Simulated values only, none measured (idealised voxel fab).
Title: Process Module voxel gate over fins
The cross-section shown here is cut; it is 185 nm wide and divided into square cells measuring 5 nm on a side.
A cross-section is a grid of square cells, given in bands from the top down. A band is one or more rows of cells. A band entry consists of two parts. The first gives the height of the band's top and the height of its bottom, in nm. The rest lists the band's materials from left to right, each with its width in nm. A single material labelled with the word "edge to edge" fills the band from edge to edge, and the word "blank" marks empty space. Measure heights from 0. That's the level where, below it, the as-received wafer is all one material. The lowest band is bottomless and extends downward; write it as in "from 0 down". Graded width ("30->40"): value in top row of band = first number; value in bottom row = second number; row-to-row change constant. "no modifications" for a step: no cell of the cross-section changed in that step. Look at "Encapsulated voids" for the closed voids: empty spaces with no open path to the top, sized 8 cells or up. Each is width x height at distance, distance from the left edge, all nm. What comes after the settings on a step's line is commentary from the simulator itself on that step. overlay nm: right-of-plan distance of the mask on a masked step; negative values mean left-of-plan.

Set out below are the planned steps of the process:
1: RECEIVE [material Si]
2: CONFORMAL_DEP [material SiN] [thk nm 10]
3: PATTERN [tone cover] [mask id FINS] [material resist] [width nm 15] [pitch nm 40] [thk nm 20] [overlay nm 0]
4: DIRECTIONAL_ETCH [etch materials SiN] [depth nm 10]
5: DIRECTIONAL_ETCH [etch materials Si] [depth nm 35]
6: STRIP [etch materials resist]
7: FILL_DEP [material SiO2] [thk nm 5]
8: CMP [height nm 10]
9: SELECTIVE_ETCH [etch materials SiO2] [depth nm 25]
10: STRIP [etch materials SiN]
11: CONFORMAL_DEP [material HfO2] [thk nm 5]
12: CONFORMAL_DEP [material TiN] [thk nm 5]
13: CONFORMAL_DEP [material TiAl] [thk nm 5]
14: CONFORMAL_DEP [material TiN] [thk nm 5]
15: FILL_DEP [material W] [thk nm 15]
16: CMP [height nm 30]
17: CONFORMAL_DEP [material SiCN] [thk nm 5]

Received-state cross-section, reflecting completion of step 1:
    from 0 down: Si edge to edge
    Encapsulated voids: none

Cross-sectional result after module completion. Note: starting condition and plan are unchanged from above; one processing mistake was made:
    from 35 to 30: SiCN edge to edge
    from 30 to 20: W edge to edge
    from 20 to 15: TiN edge to edge
    from 15 to 10: TiAl edge to edge
    from 10 to 5: TiN edge to edge
    from 5 to 0: 50 of HfO2 | 5 of TiN | 35 of HfO2 | 5 of TiN | 35 of HfO2 | 5 of TiN | 50 of HfO2
    from 0 to -10: 45 of Si | 5 of HfO2 | 5 of TiN | 5 of HfO2 | 25 of Si | 5 of HfO2 | 5 of TiN | 5 of HfO2 | 25 of Si | 5 of HfO2 | 5 of TiN | 5 of HfO2 | 45 of Si
    from -10 to -15: 45 of Si | 15 of HfO2 | 25 of Si | 15 of HfO2 | 25 of Si | 15 of HfO2 | 45 of Si
    from -15 to -35: 45 of Si | 15 of SiO2 | 25 of Si | 15 of SiO2 | 25 of Si | 15 of SiO2 | 45 of Si
    from -35 down: Si edge to edge
    Encapsulated voids: none
Want to know what went wrong? step 3 off recipe, ran as PATTERN [tone open] [mask id FINS] [material resist] [width nm 15] [pitch nm 40] [thk nm 20] [overlay nm 0]
